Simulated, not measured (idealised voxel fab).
This is a process module. Its name is voxel self aligned vias.
It is cross-section cut that appears here, measuring 250 nm in width, its square cells being 5 nm in size.
The cross-sections in this document take the form of a grid made of square cells. They are written out as bands, in order from top to bottom. Each band consists of one or more rows of cells. This entry defines a band. It first specifies the height of the band's top and the height of its bottom in nm, and then specifies the band's materials from left to right, stating each material with its width in nm. The word "all across" identifies a single material that fills the band from edge to edge, while the word "empty" identifies empty space. Measure heights from 0. That's the level where, below it, the as-received wafer is all one material. The lowest band is bottomless and extends downward; write it as in "0 nm and below". The expression "30..40" gives the width at the extremes of the band, the first number at its top row of cells and the second at its bottom row, with the width changing by equal amounts from each row to the next in between. Where a step carries "remains unaltered", the cross-section came out of it unchanged, cell for cell. So "Closed void entries" is basically the list of trapped voids: any empty space of 8 cells or more that can't reach the top through an opening. They're written width x height at distance, the distance being from the left edge, and it's all nm. Post-settings text on a step line: simulator's own remark regarding the step. "overlay nm", when on a step's line for a step with a mask, measures how far to the right of its planned place the mask lay; a negative measure means to the left.
Below is the list of planned process steps:
1. op RECEIVE | material Si
2. op CONFORMAL_DEP | material SiO2 | thk nm 15
3. op CONFORMAL_DEP | material SiCN | thk nm 5
4. op DIRECTIONAL_DEP | material SiO2 | thk nm 30
5. op PATTERN | tone open | mask id LINES | material resist | width nm 30 | pitch nm 65 | thk nm 15 | overlay nm 0
6. op DIRECTIONAL_ETCH | etch materials SiO2 | depth nm 30
7. op STRIP | etch materials resist
8. op CONFORMAL_DEP | material TiN | thk nm 5
9. op FILL_DEP | material Ru | thk nm 5
10. op CMP | height nm 50
11. op SELECTIVE_ETCH | etch materials W Ru TiN | depth nm 5
12. op FILL_DEP | material SiN | thk nm 10
13. op CMP | height nm 50
14. op DIRECTIONAL_DEP | material SiO2 | thk nm 15
15. op MASKED_ETCH | tone open | mask id VIAS | width nm 50 | pitch nm 65 | etch materials SiO2 | depth nm 15 | overlay nm 0
16. op MASKED_ETCH | tone open | mask id VIAS | width nm 50 | pitch nm 65 | etch materials SiN | depth nm 5 | overlay nm 0
17. op CONFORMAL_DEP | material TiN | thk nm 5
18. op FILL_DEP | material W | thk nm 10
19. op CMP | height nm 65
20. op CONFORMAL_DEP | material SiN | thk nm 5
First of two wafers: run as planned:
Incoming wafer, cross-sectional view, post step 1:
    0 nm and below | Si all across
    Closed void entries: none
Sectional view: wafer, after step 2:
    15 nm to 0 nm | SiO2 all across
    Under the height 0 nothing was changed.
Sectional view: wafer, after step 3:
    20 nm to 15 nm | SiCN all across
    Under the height 15 nothing was changed.
Sectional view: wafer, after step 4:
    50 nm to 20 nm | SiO2 all across
    Under the height 20 nothing was changed.
Sectional view: wafer, after step 5:
    65 nm to 50 nm | resist 75 nm | empty 30 nm | resist 35 nm | empty 30 nm | resist 80 nm
    Under the height 50 nothing was changed.
Sectional view: wafer, after step 6:
    65 nm to 50 nm | resist 75 nm | empty 30 nm | resist 35 nm | empty 30 nm | resist 80 nm
    50 nm to 20 nm | SiO2 75 nm | empty 30 nm | SiO2 35 nm | empty 30 nm | SiO2 80 nm
    Under the height 20 nothing was changed.
Sectional view: wafer, after step 7:
    50 nm to 20 nm | SiO2 75 nm | empty 30 nm | SiO2 35 nm | empty 30 nm | SiO2 80 nm
    Under the height 20 nothing was changed.
Sectional view: wafer, after step 8:
    55 nm to 50 nm | TiN 80 nm | empty 20 nm | TiN 45 nm | empty 20 nm | TiN 85 nm
    50 nm to 25 nm | SiO2 75 nm | TiN 5 nm | empty 20 nm | TiN 5 nm | SiO2 35 nm | TiN 5 nm | empty 20 nm | TiN 5 nm | SiO2 80 nm
    25 nm to 20 nm | SiO2 75 nm | TiN 30 nm | SiO2 35 nm | TiN 30 nm | SiO2 80 nm
    Under the height 20 nothing was changed.
Sectional view: wafer, after step 9:
    60 nm to 55 nm | Ru all across
    55 nm to 50 nm | TiN 80 nm | Ru 20 nm | TiN 45 nm | Ru 20 nm | TiN 85 nm
    50 nm to 25 nm | SiO2 75 nm | TiN 5 nm | Ru 20 nm | TiN 5 nm | SiO2 35 nm | TiN 5 nm | Ru 20 nm | TiN 5 nm | SiO2 80 nm
    Under the height 25 nothing was changed.
Sectional view: wafer, after step 10:
    50 nm to 25 nm | SiO2 75 nm | TiN 5 nm | Ru 20 nm | TiN 5 nm | SiO2 35 nm | TiN 5 nm | Ru 20 nm | TiN 5 nm | SiO2 80 nm
    Under the height 25 nothing was changed.
Sectional view: wafer, after step 11:
    50 nm to 45 nm | SiO2 75 nm | empty 30 nm | SiO2 35 nm | empty 30 nm | SiO2 80 nm
    Under the height 45 nothing was changed.
Sectional view: wafer, after step 12:
    60 nm to 50 nm | SiN all across
    50 nm to 45 nm | SiO2 75 nm | SiN 30 nm | SiO2 35 nm | SiN 30 nm | SiO2 80 nm
    Under the height 45 nothing was changed.
Sectional view: wafer, after step 13:
    50 nm to 45 nm | SiO2 75 nm | SiN 30 nm | SiO2 35 nm | SiN 30 nm | SiO2 80 nm
    Under the height 45 nothing was changed.
Sectional view: wafer, after step 14:
    65 nm to 50 nm | SiO2 all across
    Under the height 50 nothing was changed.
Sectional view: wafer, after step 15:
    65 nm to 50 nm | SiO2 65 nm | empty 50 nm | SiO2 15 nm | empty 50 nm | SiO2 70 nm
    Under the height 50 nothing was changed.
Sectional view: wafer, after step 16:
    65 nm to 50 nm | SiO2 65 nm | empty 50 nm | SiO2 15 nm | empty 50 nm | SiO2 70 nm
    50 nm to 45 nm | SiO2 75 nm | empty 30 nm | SiO2 35 nm | empty 30 nm | SiO2 80 nm
    Under the height 45 nothing was changed.
Sectional view: wafer, after step 17:
    70 nm to 65 nm | TiN 70 nm | empty 40 nm | TiN 25 nm | empty 40 nm | TiN 75 nm
    65 nm to 55 nm | SiO2 65 nm | TiN 5 nm | empty 40 nm | TiN 5 nm | SiO2 15 nm | TiN 5 nm | empty 40 nm | TiN 5 nm | SiO2 70 nm
    55 nm to 50 nm | SiO2 65 nm | TiN 15 nm | empty 20 nm | TiN 15 nm | SiO2 15 nm | TiN 15 nm | empty 20 nm | TiN 15 nm | SiO2 70 nm
    50 nm to 45 nm | SiO2 75 nm | TiN 30 nm | SiO2 35 nm | TiN 30 nm | SiO2 80 nm
    Under the height 45 nothing was changed.
Sectional view: wafer, after step 18:
    80 nm to 70 nm | W all across
    70 nm to 65 nm | TiN 70 nm | W 40 nm | TiN 25 nm | W 40 nm | TiN 75 nm
    65 nm to 55 nm | SiO2 65 nm | TiN 5 nm | W 40 nm | TiN 5 nm | SiO2 15 nm | TiN 5 nm | W 40 nm | TiN 5 nm | SiO2 70 nm
    55 nm to 50 nm | SiO2 65 nm | TiN 15 nm | W 20 nm | TiN 15 nm | SiO2 15 nm | TiN 15 nm | W 20 nm | TiN 15 nm | SiO2 70 nm
    Under the height 50 nothing was changed.
Sectional view: wafer, after step 19:
    65 nm to 55 nm | SiO2 65 nm | TiN 5 nm | W 40 nm | TiN 5 nm | SiO2 15 nm | TiN 5 nm | W 40 nm | TiN 5 nm | SiO2 70 nm
    Under the height 55 nothing was changed.
Sectional view: wafer, after step 20:
    70 nm to 65 nm | SiN all across
    Under the height 65 nothing was changed.
Second of two: same start, same plan, one run error; steps up to and including 4 match the first:
when step 5 should have ended:
    65 nm to 50 nm | empty 75 nm | resist 30 nm | empty 35 nm | resist 30 nm | empty 80 nm
    Under the height 50 nothing was changed.
when step 6 should have ended:
    65 nm to 50 nm | empty 75 nm | resist 30 nm | empty 35 nm | resist 30 nm | empty 80 nm
    50 nm to 20 nm | empty 75 nm | SiO2 30 nm | empty 35 nm | SiO2 30 nm | empty 80 nm
    Under the height 20 nothing was changed.
when step 7 should have ended:
    50 nm to 20 nm | empty 75 nm | SiO2 30 nm | empty 35 nm | SiO2 30 nm | empty 80 nm
    Under the height 20 nothing was changed.
when step 8 should have ended:
    55 nm to 50 nm | empty 70 nm | TiN 40 nm | empty 25 nm | TiN 40 nm | empty 75 nm
    50 nm to 25 nm | empty 70 nm | TiN 5 nm | SiO2 30 nm | TiN 5 nm | empty 25 nm | TiN 5 nm | SiO2 30 nm | TiN 5 nm | empty 75 nm
    25 nm to 20 nm | TiN 75 nm | SiO2 30 nm | TiN 35 nm | SiO2 30 nm | TiN 80 nm
    Under the height 20 nothing was changed.
when step 9 should have ended:
    60 nm to 55 nm | Ru all across
    55 nm to 50 nm | Ru 70 nm | TiN 40 nm | Ru 25 nm | TiN 40 nm | Ru 75 nm
    50 nm to 25 nm | Ru 70 nm | TiN 5 nm | SiO2 30 nm | TiN 5 nm | Ru 25 nm | TiN 5 nm | SiO2 30 nm | TiN 5 nm | Ru 75 nm
    Under the height 25 nothing was changed.
when step 10 should have ended:
    50 nm to 25 nm | Ru 70 nm | TiN 5 nm | SiO2 30 nm | TiN 5 nm | Ru 25 nm | TiN 5 nm | SiO2 30 nm | TiN 5 nm | Ru 75 nm
    Under the height 25 nothing was changed.
when step 11 should have ended:
    50 nm to 45 nm | empty 75 nm | SiO2 30 nm | empty 35 nm | SiO2 30 nm | empty 80 nm
    Under the height 45 nothing was changed.
when step 12 should have ended:
    60 nm to 50 nm | SiN all across
    50 nm to 45 nm | SiN 75 nm | SiO2 30 nm | SiN 35 nm | SiO2 30 nm | SiN 80 nm
    Under the height 45 nothing was changed.
when step 13 should have ended:
    50 nm to 45 nm | SiN 75 nm | SiO2 30 nm | SiN 35 nm | SiO2 30 nm | SiN 80 nm
    Under the height 45 nothing was changed.
when step 14 should have ended:
    65 nm to 50 nm | SiO2 all across
    Under the height 50 nothing was changed.
when step 15 should have ended:
    65 nm to 50 nm | SiO2 65 nm | empty 50 nm | SiO2 15 nm | empty 50 nm | SiO2 70 nm
    Under the height 50 nothing was changed.
when step 16 should have ended:
    65 nm to 50 nm | SiO2 65 nm | empty 50 nm | SiO2 15 nm | empty 50 nm | SiO2 70 nm
    50 nm to 45 nm | SiN 65 nm | empty 10 nm | SiO2 30 nm | empty 10 nm | SiN 15 nm | empty 10 nm | SiO2 30 nm | empty 10 nm | SiN 70 nm
    Under the height 45 nothing was changed.
when step 17 should have ended:
    70 nm to 65 nm | TiN 70 nm | empty 40 nm | TiN 25 nm | empty 40 nm | TiN 75 nm
    65 nm to 55 nm | SiO2 65 nm | TiN 5 nm | empty 40 nm | TiN 5 nm | SiO2 15 nm | TiN 5 nm | empty 40 nm | TiN 5 nm | SiO2 70 nm
    55 nm to 50 nm | SiO2 65 nm | TiN 50 nm | SiO2 15 nm | TiN 50 nm | SiO2 70 nm
    50 nm to 45 nm | SiN 65 nm | TiN 10 nm | SiO2 30 nm | TiN 10 nm | SiN 15 nm | TiN 10 nm | SiO2 30 nm | TiN 10 nm | SiN 70 nm
    Under the height 45 nothing was changed.
when step 18 should have ended:
    80 nm to 70 nm | W all across
    70 nm to 65 nm | TiN 70 nm | W 40 nm | TiN 25 nm | W 40 nm | TiN 75 nm
    65 nm to 55 nm | SiO2 65 nm | TiN 5 nm | W 40 nm | TiN 5 nm | SiO2 15 nm | TiN 5 nm | W 40 nm | TiN 5 nm | SiO2 70 nm
    Under the height 55 nothing was changed.
when step 19 should have ended:
    65 nm to 55 nm | SiO2 65 nm | TiN 5 nm | W 40 nm | TiN 5 nm | SiO2 15 nm | TiN 5 nm | W 40 nm | TiN 5 nm | SiO2 70 nm
    Under the height 55 nothing was changed.
when step 20 should have ended:
    70 nm to 65 nm | SiN all across
    Under the height 65 nothing was changed.
Short version of what went wrong: contrary to plan, step 5 was performed as op PATTERN | tone cover | mask id LINES | material resist | width nm 30 | pitch nm 65 | thk nm 15 | overlay nm 0
Materials where the second wafer ends with more or fewer cells than the first: Ru +104, SiN +30, SiO2 -156, TiN +30, W -8
